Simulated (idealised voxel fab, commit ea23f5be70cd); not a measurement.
The process module presented herein is designated voxel self aligned vias.
Pictured: cross-section cut, 265 nm wide, on a grid of 5 nm square cells.
A cross-section is a grid of square cells, given in bands from the top down. A band is one or more rows of cells. A band entry consists of two parts. The first gives the height of the band's top and the height of its bottom, in nm. The rest lists the band's materials from left to right, each with its width in nm. A single material labelled with the word "throughout" fills the band from edge to edge, and the word "empty" marks empty space. A quick word on heights: they are counted from 0, and under that level the wafer as it came to us is one material throughout. The lowest band is different from the rest in having no bottom; it simply continues downward, written as in "from 0 down". Read "30 to 40" as a graded width: first number on top, second number at the bottom, same change between each pair of neighbouring rows. A step reported as "remained the same" is a step in which no cell of the cross-section changed. Each empty space that has no open way to the top and spans at least 8 cells appears under "Trapped voids" as width x height at distance, the distance counted from the left edge, all in nm. after a step's settings: what the simulator itself notes on the step. overlay nm: how far to the right of its planned place the mask lay on this masked step (negative: to the left).
[Process steps - plan]
1: RECEIVE: material Si
2: CONFORMAL_DEP: material SiO2, thk nm 15
3: CONFORMAL_DEP: material SiCN, thk nm 5
4: DIRECTIONAL_DEP: material lowk, thk nm 25
5: DIRECTIONAL_DEP: material aC, thk nm 15
6: PATTERN: tone open, mask id LINES, material resist, width nm 20, pitch nm 60, thk nm 35, overlay nm 0
7: DIRECTIONAL_ETCH: etch materials aC, depth nm 15
8: STRIP: etch materials resist
9: DIRECTIONAL_ETCH: etch materials lowk, depth nm 25
10: STRIP: etch materials aC
11: CONFORMAL_DEP: material TiN, thk nm 5
12: FILL_DEP: material W, thk nm 5
13: CMP: height nm 45
14: SELECTIVE_ETCH: etch materials W Ru TiN, depth nm 10
15: FILL_DEP: material SiN, thk nm 10
16: CMP: height nm 45
17: DIRECTIONAL_DEP: material lowk, thk nm 15
18: DIRECTIONAL_DEP: material aC, thk nm 15
19: PATTERN: tone open, mask id VIAS, material resist, width nm 30, pitch nm 60, thk nm 35, overlay nm 0
20: DIRECTIONAL_ETCH: etch materials aC, depth nm 15
21: STRIP: etch materials resist
22: DIRECTIONAL_ETCH: etch materials lowk, depth nm 15
23: DIRECTIONAL_ETCH: etch materials SiN, depth nm 10
24: STRIP: etch materials aC
25: CONFORMAL_DEP: material TiN, thk nm 5
26: FILL_DEP: material W, thk nm 10
27: CMP: height nm 60
28: CONFORMAL_DEP: material SiN, thk nm 5
[Wafer, first of two, run as planned]
[Incoming wafer in cross-section (state: after step 1)]
	from 0 down  Si throughout
	Trapped voids: none
[The following cross-section depicts the wafer upon completion of step 2]
	from 15 to 0  SiO2 throughout
	Heights below 0 show no change.
[The following cross-section depicts the wafer upon completion of step 3]
	from 20 to 15  SiCN throughout
	Heights below 15 show no change.
[The following cross-section depicts the wafer upon completion of step 4]
	from 45 to 20  lowk throughout
	Heights below 20 show no change.
[The following cross-section depicts the wafer upon completion of step 5]
	from 60 to 45  aC throughout
	Heights below 45 show no change.
[The following cross-section depicts the wafer upon completion of step 6]
	from 95 to 60  60 nm resist  20 nm empty  40 nm resist  20 nm empty  40 nm resist  20 nm empty  65 nm resist
	Heights below 60 show no change.
[The following cross-section depicts the wafer upon completion of step 7]
	from 80 to 60  60 nm resist  20 nm empty  40 nm resist  20 nm empty  40 nm resist  20 nm empty  65 nm resist
	from 60 to 45  60 nm aC  20 nm empty  40 nm aC  20 nm empty  40 nm aC  20 nm empty  65 nm aC
	Heights below 45 show no change.
[The following cross-section depicts the wafer upon completion of step 8]
	from 60 to 45  60 nm aC  20 nm empty  40 nm aC  20 nm empty  40 nm aC  20 nm empty  65 nm aC
	Heights below 45 show no change.
[The following cross-section depicts the wafer upon completion of step 9]
	from 60 to 45  60 nm aC  20 nm empty  40 nm aC  20 nm empty  40 nm aC  20 nm empty  65 nm aC
	from 45 to 20  60 nm lowk  20 nm empty  40 nm lowk  20 nm empty  40 nm lowk  20 nm empty  65 nm lowk
	Heights below 20 show no change.
[The following cross-section depicts the wafer upon completion of step 10]
	from 45 to 20  60 nm lowk  20 nm empty  40 nm lowk  20 nm empty  40 nm lowk  20 nm empty  65 nm lowk
	Heights below 20 show no change.
[The following cross-section depicts the wafer upon completion of step 11]
	from 50 to 45  65 nm TiN  10 nm empty  50 nm TiN  10 nm empty  50 nm TiN  10 nm empty  70 nm TiN
	from 45 to 25  60 nm lowk  5 nm TiN  10 nm empty  5 nm TiN  40 nm lowk  5 nm TiN  10 nm empty  5 nm TiN  40 nm lowk  5 nm TiN  10 nm empty  5 nm TiN  65 nm lowk
	from 25 to 20  60 nm lowk  20 nm TiN  40 nm lowk  20 nm TiN  40 nm lowk  20 nm TiN  65 nm lowk
	Heights below 20 show no change.
[The following cross-section depicts the wafer upon completion of step 12]
	from 55 to 50  W throughout
	from 50 to 45  65 nm TiN  10 nm W  50 nm TiN  10 nm W  50 nm TiN  10 nm W  70 nm TiN
	from 45 to 25  60 nm lowk  5 nm TiN  10 nm W  5 nm TiN  40 nm lowk  5 nm TiN  10 nm W  5 nm TiN  40 nm lowk  5 nm TiN  10 nm W  5 nm TiN  65 nm lowk
	Heights below 25 show no change.
[The following cross-section depicts the wafer upon completion of step 13]
	from 45 to 25  60 nm lowk  5 nm TiN  10 nm W  5 nm TiN  40 nm lowk  5 nm TiN  10 nm W  5 nm TiN  40 nm lowk  5 nm TiN  10 nm W  5 nm TiN  65 nm lowk
	Heights below 25 show no change.
[The following cross-section depicts the wafer upon completion of step 14]
	from 45 to 35  60 nm lowk  20 nm empty  40 nm lowk  20 nm empty  40 nm lowk  20 nm empty  65 nm lowk
	Heights below 35 show no change.
[The following cross-section depicts the wafer upon completion of step 15]
	from 55 to 45  SiN throughout
	from 45 to 35  60 nm lowk  20 nm SiN  40 nm lowk  20 nm SiN  40 nm lowk  20 nm SiN  65 nm lowk
	Heights below 35 show no change.
[The following cross-section depicts the wafer upon completion of step 16]
	from 45 to 35  60 nm lowk  20 nm SiN  40 nm lowk  20 nm SiN  40 nm lowk  20 nm SiN  65 nm lowk
	Heights below 35 show no change.
[The following cross-section depicts the wafer upon completion of step 17]
	from 60 to 45  lowk throughout
	Heights below 45 show no change.
[The following cross-section depicts the wafer upon completion of step 18]
	from 75 to 60  aC throughout
	Heights below 60 show no change.
[The following cross-section depicts the wafer upon completion of step 19]
	from 110 to 75  55 nm resist  30 nm empty  30 nm resist  30 nm empty  30 nm resist  30 nm empty  60 nm resist
	Heights below 75 show no change.
[The following cross-section depicts the wafer upon completion of step 20]
	from 95 to 75  55 nm resist  30 nm empty  30 nm resist  30 nm empty  30 nm resist  30 nm empty  60 nm resist
	from 75 to 60  55 nm aC  30 nm empty  30 nm aC  30 nm empty  30 nm aC  30 nm empty  60 nm aC
	Heights below 60 show no change.
[The following cross-section depicts the wafer upon completion of step 21]
	from 75 to 60  55 nm aC  30 nm empty  30 nm aC  30 nm empty  30 nm aC  30 nm empty  60 nm aC
	Heights below 60 show no change.
[The following cross-section depicts the wafer upon completion of step 22]
	from 75 to 60  55 nm aC  30 nm empty  30 nm aC  30 nm empty  30 nm aC  30 nm empty  60 nm aC
	from 60 to 45  55 nm lowk  30 nm empty  30 nm lowk  30 nm empty  30 nm lowk  30 nm empty  60 nm lowk
	Heights below 45 show no change.
[The following cross-section depicts the wafer upon completion of step 23]
	from 75 to 60  55 nm aC  30 nm empty  30 nm aC  30 nm empty  30 nm aC  30 nm empty  60 nm aC
	from 60 to 45  55 nm lowk  30 nm empty  30 nm lowk  30 nm empty  30 nm lowk  30 nm empty  60 nm lowk
	from 45 to 35  60 nm lowk  20 nm empty  40 nm lowk  20 nm empty  40 nm lowk  20 nm empty  65 nm lowk
	Heights below 35 show no change.
[The following cross-section depicts the wafer upon completion of step 24]
	from 60 to 45  55 nm lowk  30 nm empty  30 nm lowk  30 nm empty  30 nm lowk  30 nm empty  60 nm lowk
	Heights below 45 show no change.
[The following cross-section depicts the wafer upon completion of step 25]
	from 65 to 60  60 nm TiN  20 nm empty  40 nm TiN  20 nm empty  40 nm TiN  20 nm empty  65 nm TiN
	from 60 to 50  55 nm lowk  5 nm TiN  20 nm empty  5 nm TiN  30 nm lowk  5 nm TiN  20 nm empty  5 nm TiN  30 nm lowk  5 nm TiN  20 nm empty  5 nm TiN  60 nm lowk
	from 50 to 40  55 to 60 nm lowk  10 to 5 nm TiN  10 nm empty  10 to 5 nm TiN  30 to 40 nm lowk  10 to 5 nm TiN  10 nm empty  10 to 5 nm TiN  30 to 40 nm lowk  10 to 5 nm TiN  10 nm empty  10 to 5 nm TiN  60 to 65 nm lowk
	from 40 to 35  60 nm lowk  20 nm TiN  40 nm lowk  20 nm TiN  40 nm lowk  20 nm TiN  65 nm lowk
	Heights below 35 show no change.
[The following cross-section depicts the wafer upon completion of step 26]
	from 75 to 65  W throughout
	from 65 to 60  60 nm TiN  20 nm W  40 nm TiN  20 nm W  40 nm TiN  20 nm W  65 nm TiN
	from 60 to 50  55 nm lowk  5 nm TiN  20 nm W  5 nm TiN  30 nm lowk  5 nm TiN  20 nm W  5 nm TiN  30 nm lowk  5 nm TiN  20 nm W  5 nm TiN  60 nm lowk
	from 50 to 40  55 to 60 nm lowk  10 to 5 nm TiN  10 nm W  10 to 5 nm TiN  30 to 40 nm lowk  10 to 5 nm TiN  10 nm W  10 to 5 nm TiN  30 to 40 nm lowk  10 to 5 nm TiN  10 nm W  10 to 5 nm TiN  60 to 65 nm lowk
	Heights below 40 show no change.
[The following cross-section depicts the wafer upon completion of step 27]
	from 60 to 50  55 nm lowk  5 nm TiN  20 nm W  5 nm TiN  30 nm lowk  5 nm TiN  20 nm W  5 nm TiN  30 nm lowk  5 nm TiN  20 nm W  5 nm TiN  60 nm lowk
	Heights below 50 show no change.
[The following cross-section depicts the wafer upon completion of step 28]
	from 65 to 60  SiN throughout
	Heights below 60 show no change.
[Wafer two. Same start, same plan, one slip in execution. Same as wafer one through step 5, inclusive]
[What the second wafer looks like in cross-section when step 6 should have wrapped up]
	from 95 to 60  60 nm resist  25 nm empty  35 nm resist  25 nm empty  35 nm resist  25 nm empty  60 nm resist
	Heights below 60 show no change.
[What the second wafer looks like in cross-section when step 7 should have wrapped up]
	from 80 to 60  60 nm resist  25 nm empty  35 nm resist  25 nm empty  35 nm resist  25 nm empty  60 nm resist
	from 60 to 45  60 nm aC  25 nm empty  35 nm aC  25 nm empty  35 nm aC  25 nm empty  60 nm aC
	Heights below 45 show no change.
[What the second wafer looks like in cross-section when step 8 should have wrapped up]
	from 60 to 45  60 nm aC  25 nm empty  35 nm aC  25 nm empty  35 nm aC  25 nm empty  60 nm aC
	Heights below 45 show no change.
[What the second wafer looks like in cross-section when step 9 should have wrapped up]
	from 60 to 45  60 nm aC  25 nm empty  35 nm aC  25 nm empty  35 nm aC  25 nm empty  60 nm aC
	from 45 to 20  60 nm lowk  25 nm empty  35 nm lowk  25 nm empty  35 nm lowk  25 nm empty  60 nm lowk
	Heights below 20 show no change.
[What the second wafer looks like in cross-section when step 10 should have wrapped up]
	from 45 to 20  60 nm lowk  25 nm empty  35 nm lowk  25 nm empty  35 nm lowk  25 nm empty  60 nm lowk
	Heights below 20 show no change.
[What the second wafer looks like in cross-section when step 11 should have wrapped up]
	from 50 to 45  65 nm TiN  15 nm empty  45 nm TiN  15 nm empty  45 nm TiN  15 nm empty  65 nm TiN
	from 45 to 25  60 nm lowk  5 nm TiN  15 nm empty  5 nm TiN  35 nm lowk  5 nm TiN  15 nm empty  5 nm TiN  35 nm lowk  5 nm TiN  15 nm empty  5 nm TiN  60 nm lowk
	from 25 to 20  60 nm lowk  25 nm TiN  35 nm lowk  25 nm TiN  35 nm lowk  25 nm TiN  60 nm lowk
	Heights below 20 show no change.
[What the second wafer looks like in cross-section when step 12 should have wrapped up]
	from 55 to 50  W throughout
	from 50 to 45  65 nm TiN  15 nm W  45 nm TiN  15 nm W  45 nm TiN  15 nm W  65 nm TiN
	from 45 to 25  60 nm lowk  5 nm TiN  15 nm W  5 nm TiN  35 nm lowk  5 nm TiN  15 nm W  5 nm TiN  35 nm lowk  5 nm TiN  15 nm W  5 nm TiN  60 nm lowk
	Heights below 25 show no change.
[What the second wafer looks like in cross-section when step 13 should have wrapped up]
	from 45 to 25  60 nm lowk  5 nm TiN  15 nm W  5 nm TiN  35 nm lowk  5 nm TiN  15 nm W  5 nm TiN  35 nm lowk  5 nm TiN  15 nm W  5 nm TiN  60 nm lowk
	Heights below 25 show no change.
[What the second wafer looks like in cross-section when step 14 should have wrapped up]
	from 45 to 35  60 nm lowk  25 nm empty  35 nm lowk  25 nm empty  35 nm lowk  25 nm empty  60 nm lowk
	Heights below 35 show no change.
[What the second wafer looks like in cross-section when step 15 should have wrapped up]
	from 55 to 45  SiN throughout
	from 45 to 35  60 nm lowk  25 nm SiN  35 nm lowk  25 nm SiN  35 nm lowk  25 nm SiN  60 nm lowk
	Heights below 35 show no change.
[What the second wafer looks like in cross-section when step 16 should have wrapped up]
	from 45 to 35  60 nm lowk  25 nm SiN  35 nm lowk  25 nm SiN  35 nm lowk  25 nm SiN  60 nm lowk
	Heights below 35 show no change.
[What the second wafer looks like in cross-section when step 17 should have wrapped up]
	from 60 to 45  lowk throughout
	Heights below 45 show no change.
[What the second wafer looks like in cross-section when step 18 should have wrapped up]
	from 75 to 60  aC throughout
	Heights below 60 show no change.
[What the second wafer looks like in cross-section when step 19 should have wrapped up]
	from 110 to 75  55 nm resist  30 nm empty  30 nm resist  30 nm empty  30 nm resist  30 nm empty  60 nm resist
	Heights below 75 show no change.
[What the second wafer looks like in cross-section when step 20 should have wrapped up]
	from 95 to 75  55 nm resist  30 nm empty  30 nm resist  30 nm empty  30 nm resist  30 nm empty  60 nm resist
	from 75 to 60  55 nm aC  30 nm empty  30 nm aC  30 nm empty  30 nm aC  30 nm empty  60 nm aC
	Heights below 60 show no change.
[What the second wafer looks like in cross-section when step 21 should have wrapped up]
	from 75 to 60  55 nm aC  30 nm empty  30 nm aC  30 nm empty  30 nm aC  30 nm empty  60 nm aC
	Heights below 60 show no change.
[What the second wafer looks like in cross-section when step 22 should have wrapped up]
	from 75 to 60  55 nm aC  30 nm empty  30 nm aC  30 nm empty  30 nm aC  30 nm empty  60 nm aC
	from 60 to 45  55 nm lowk  30 nm empty  30 nm lowk  30 nm empty  30 nm lowk  30 nm empty  60 nm lowk
	Heights below 45 show no change.
[What the second wafer looks like in cross-section when step 23 should have wrapped up]
	from 75 to 60  55 nm aC  30 nm empty  30 nm aC  30 nm empty  30 nm aC  30 nm empty  60 nm aC
	from 60 to 45  55 nm lowk  30 nm empty  30 nm lowk  30 nm empty  30 nm lowk  30 nm empty  60 nm lowk
	from 45 to 35  60 nm lowk  25 nm empty  35 nm lowk  25 nm empty  35 nm lowk  25 nm empty  60 nm lowk
	Heights below 35 show no change.
[What the second wafer looks like in cross-section when step 24 should have wrapped up]
	from 60 to 45  55 nm lowk  30 nm empty  30 nm lowk  30 nm empty  30 nm lowk  30 nm empty  60 nm lowk
	Heights below 45 show no change.
[What the second wafer looks like in cross-section when step 25 should have wrapped up]
	from 65 to 60  60 nm TiN  20 nm empty  40 nm TiN  20 nm empty  40 nm TiN  20 nm empty  65 nm TiN
	from 60 to 50  55 nm lowk  5 nm TiN  20 nm empty  5 nm TiN  30 nm lowk  5 nm TiN  20 nm empty  5 nm TiN  30 nm lowk  5 nm TiN  20 nm empty  5 nm TiN  60 nm lowk
	from 50 to 40  55 to 60 nm lowk  10 to 5 nm TiN  15 nm empty  5 nm TiN  30 to 35 nm lowk  10 to 5 nm TiN  15 nm empty  5 nm TiN  30 to 35 nm lowk  10 to 5 nm TiN  15 nm empty  5 nm TiN  60 nm lowk
	from 40 to 35  60 nm lowk  25 nm TiN  35 nm lowk  25 nm TiN  35 nm lowk  25 nm TiN  60 nm lowk
	Heights below 35 show no change.
[What the second wafer looks like in cross-section when step 26 should have wrapped up]
	from 75 to 65  W throughout
	from 65 to 60  60 nm TiN  20 nm W  40 nm TiN  20 nm W  40 nm TiN  20 nm W  65 nm TiN
	from 60 to 50  55 nm lowk  5 nm TiN  20 nm W  5 nm TiN  30 nm lowk  5 nm TiN  20 nm W  5 nm TiN  30 nm lowk  5 nm TiN  20 nm W  5 nm TiN  60 nm lowk
	from 50 to 40  55 to 60 nm lowk  10 to 5 nm TiN  15 nm W  5 nm TiN  30 to 35 nm lowk  10 to 5 nm TiN  15 nm W  5 nm TiN  30 to 35 nm lowk  10 to 5 nm TiN  15 nm W  5 nm TiN  60 nm lowk
	Heights below 40 show no change.
[What the second wafer looks like in cross-section when step 27 should have wrapped up]
	from 60 to 50  55 nm lowk  5 nm TiN  20 nm W  5 nm TiN  30 nm lowk  5 nm TiN  20 nm W  5 nm TiN  30 nm lowk  5 nm TiN  20 nm W  5 nm TiN  60 nm lowk
	Heights below 50 show no change.
[What the second wafer looks like in cross-section when step 28 should have wrapped up]
	from 65 to 60  SiN throughout
	Heights below 60 show no change.
Deviation noted in wafer processing: heads up, step 6 didn't go per plan, it actually ran as PATTERN: tone open, mask id LINES, material resist, width nm 25, pitch nm 60, thk nm 35, overlay nm 0
Wafer comparison, final, in cells, second relative to first, materials more or fewer: +3 TiN, +12 W, -15 lowk
